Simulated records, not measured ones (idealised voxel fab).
process module | voxel transistor to metal
cross-section cut | 190 nm wide | cells 5 nm
A cross-section is a grid of square cells, given in bands from the top down. A band is one or more rows of cells.
Each band's line starts with the height of the band's top and of its bottom, in nm. Then come its materials from left to right, each with its width in nm. One material with "throughout" fills the band from edge to edge. "air" is empty space.
Height 0 is the level under which the wafer as received is all one material. The lowest band goes on downwards, as in "0 down".
A width such as "30 to 40" changes by the same amount from each row of cells to the next, from the band's top row to its bottom row.
"no change" after a step means that no cell of the cross-section changed.
closed voids: empty space of 8 cells or more with no open way to the top, each as width x height at its distance from the left edge, in nm
after a step's settings: what the simulator itself notes on the step
overlay nm, on a step with a mask: how far to the right of its planned place the mask lay; to the left if negative
plan
1 op RECEIVE | material Si
2 op OXIDIZE | depth nm 5
3 op CONFORMAL_DEP | material SiN | thk nm 10
4 op PATTERN | tone cover | mask id ACTIVE | material resist | width nm 120 | thk nm 20 | overlay nm 0
5 op DIRECTIONAL_ETCH | etch materials SiN | depth nm 10
6 op DIRECTIONAL_ETCH | etch materials SiO2 | depth nm 5
7 op DIRECTIONAL_ETCH | etch materials Si | depth nm 20
8 op STRIP | etch materials resist
9 op FILL_DEP | material SiO2 | thk nm 15
10 op CMP | height nm 10
11 op SELECTIVE_ETCH | etch materials SiO2 | depth nm 5
12 op STRIP | etch materials SiN
13 op SELECTIVE_ETCH | etch materials SiO2 | depth nm 5
14 op OXIDIZE | depth nm 5
15 op DIRECTIONAL_DEP | material polySi | thk nm 20
16 op DIRECTIONAL_DEP | material SiCN | thk nm 10
17 op DIRECTIONAL_DEP | material aC | thk nm 15
18 op PATTERN | tone cover | mask id GATE | material resist | width nm 30 | thk nm 30 | overlay nm 0
19 op DIRECTIONAL_ETCH | etch materials aC | depth nm 15
20 op STRIP | etch materials resist
21 op DIRECTIONAL_ETCH | etch materials SiCN | depth nm 20
22 op DIRECTIONAL_ETCH | etch materials polySi | depth nm 30
23 op STRIP | etch materials aC
24 op CONFORMAL_DEP | material SiN | thk nm 5
25 op DIRECTIONAL_ETCH | etch materials SiN | depth nm 5
26 op DIRECTIONAL_ETCH | etch materials SiO2 | depth nm 5
27 op DIRECTIONAL_ETCH | etch materials Si | depth nm 10
28 op EPI | material pSi | thk nm 10
29 op FILL_DEP | material SiO2 | thk nm 5
30 op CMP | height nm 15
31 op STRIP | etch materials polySi
32 op SELECTIVE_ETCH | etch materials SiO2 | depth nm 5
33 op CONFORMAL_DEP | material HfO2 | thk nm 5
34 op CONFORMAL_DEP | material TiN | thk nm 5
35 op FILL_DEP | material W | thk nm 5
36 op CMP | height nm 10
37 op DIRECTIONAL_DEP | material SiO2 | thk nm 10
38 op PATTERN | tone open | mask id CONTACT | material resist | width nm 15 | pitch nm 85 | thk nm 20 | overlay nm 0
39 op DIRECTIONAL_ETCH | etch materials SiO2 | depth nm 30
40 op STRIP | etch materials resist
41 op CONFORMAL_DEP | material TiN | thk nm 5
42 op FILL_DEP | material W | thk nm 5
43 op CMP | height nm 20
44 op CONFORMAL_DEP | material SiCN | thk nm 5
45 op DIRECTIONAL_DEP | material SiO2 | thk nm 15
46 op PATTERN | tone open | mask id METAL_1 | material resist | width nm 15 | pitch nm 85 | thk nm 20 | overlay nm 0
47 op DIRECTIONAL_ETCH | etch materials SiO2 | depth nm 15
48 op DIRECTIONAL_ETCH | etch materials SiCN | depth nm 5
49 op STRIP | etch materials resist
50 op CONFORMAL_DEP | material TiN | thk nm 5
51 op FILL_DEP | material W | thk nm 5
52 op CMP | height nm 40
53 op CONFORMAL_DEP | material SiCN | thk nm 5
54 op DIRECTIONAL_DEP | material lowk | thk nm 25
55 op DIRECTIONAL_DEP | material aC | thk nm 15
56 op PATTERN | tone open | mask id METAL_2 | material resist | width nm 15 | pitch nm 85 | thk nm 30 | overlay nm 0
57 op DIRECTIONAL_ETCH | etch materials aC | depth nm 15
58 op STRIP | etch materials resist
59 op DIRECTIONAL_ETCH | etch materials lowk | depth nm 15
60 op STRIP | etch materials aC
61 op PATTERN | tone open | mask id METAL_2_HOLES | material resist | width nm 15 | pitch nm 85 | thk nm 20 | overlay nm 0
62 op DIRECTIONAL_ETCH | etch materials lowk | depth nm 10
63 op DIRECTIONAL_ETCH | etch materials SiCN | depth nm 5
64 op STRIP | etch materials resist
65 op CONFORMAL_DEP | material TiN | thk nm 5
66 op FILL_DEP | material Cu | thk nm 10
67 op CMP | height nm 70
68 op CONFORMAL_DEP | material SiN | thk nm 5
as received, after step 1
  0 down: Si throughout
  closed voids: none
a wafer at the end: this start, this plan, one mistake
  75 to 70: SiN throughout
  70 to 60: lowk 45 | TiN 5 | Cu 10 to 5 | TiN 5 to 10 | lowk 65 | TiN 5 | Cu 10 to 5 | TiN 5 to 10 | lowk 40
  60 to 55: lowk 45 | TiN 15 | lowk 70 | TiN 15 | lowk 45
  55 to 45: lowk 50 | TiN 10 | lowk 75 | TiN 10 | lowk 45
  45 to 40: SiCN 50 | TiN 10 | SiCN 75 | TiN 10 | SiCN 45
  40 to 25: SiO2 45 | TiN 5 | W 5 | TiN 5 | SiO2 70 | TiN 5 | W 5 | TiN 5 | SiO2 45
  25 to 20: SiCN 45 | TiN 15 | SiCN 70 | TiN 15 | SiCN 45
  20 to 10: SiO2 45 | TiN 5 | W 5 | TiN 5 | SiO2 70 | TiN 5 | W 5 | TiN 5 | SiO2 45
  10 to 0: SiO2 45 | TiN 5 | W 5 | TiN 5 | SiO2 15 | SiN 5 | HfO2 5 | TiN 5 | W 10 | TiN 5 | HfO2 5 | SiN 5 | SiO2 15 | TiN 5 | W 5 | TiN 5 | SiO2 45
  0 to -5: SiO2 30 | SiN 5 | SiO2 10 | TiN 5 | W 5 | TiN 5 | SiO2 5 | pSi 10 | SiN 5 | HfO2 5 | TiN 20 | HfO2 5 | SiN 5 | pSi 10 | SiO2 5 | TiN 5 | W 5 | TiN 5 | SiO2 10 | SiN 5 | SiO2 30
  -5 to -10: SiO2 45 | TiN 15 | SiO2 5 | pSi 10 | HfO2 40 | pSi 10 | SiO2 5 | TiN 15 | SiO2 45
  -10 to -20: SiO2 35 | pSi 40 | Si 40 | pSi 40 | SiO2 35
  -20 to -25: SiO2 35 | Si 120 | SiO2 35
  -25 down: Si throughout
  closed voids: none
what went wrong: step 61 ran as: op PATTERN | tone open | mask id METAL_2_HOLES | material resist | width nm 15 | pitch nm 85 | thk nm 20 | overlay nm 5
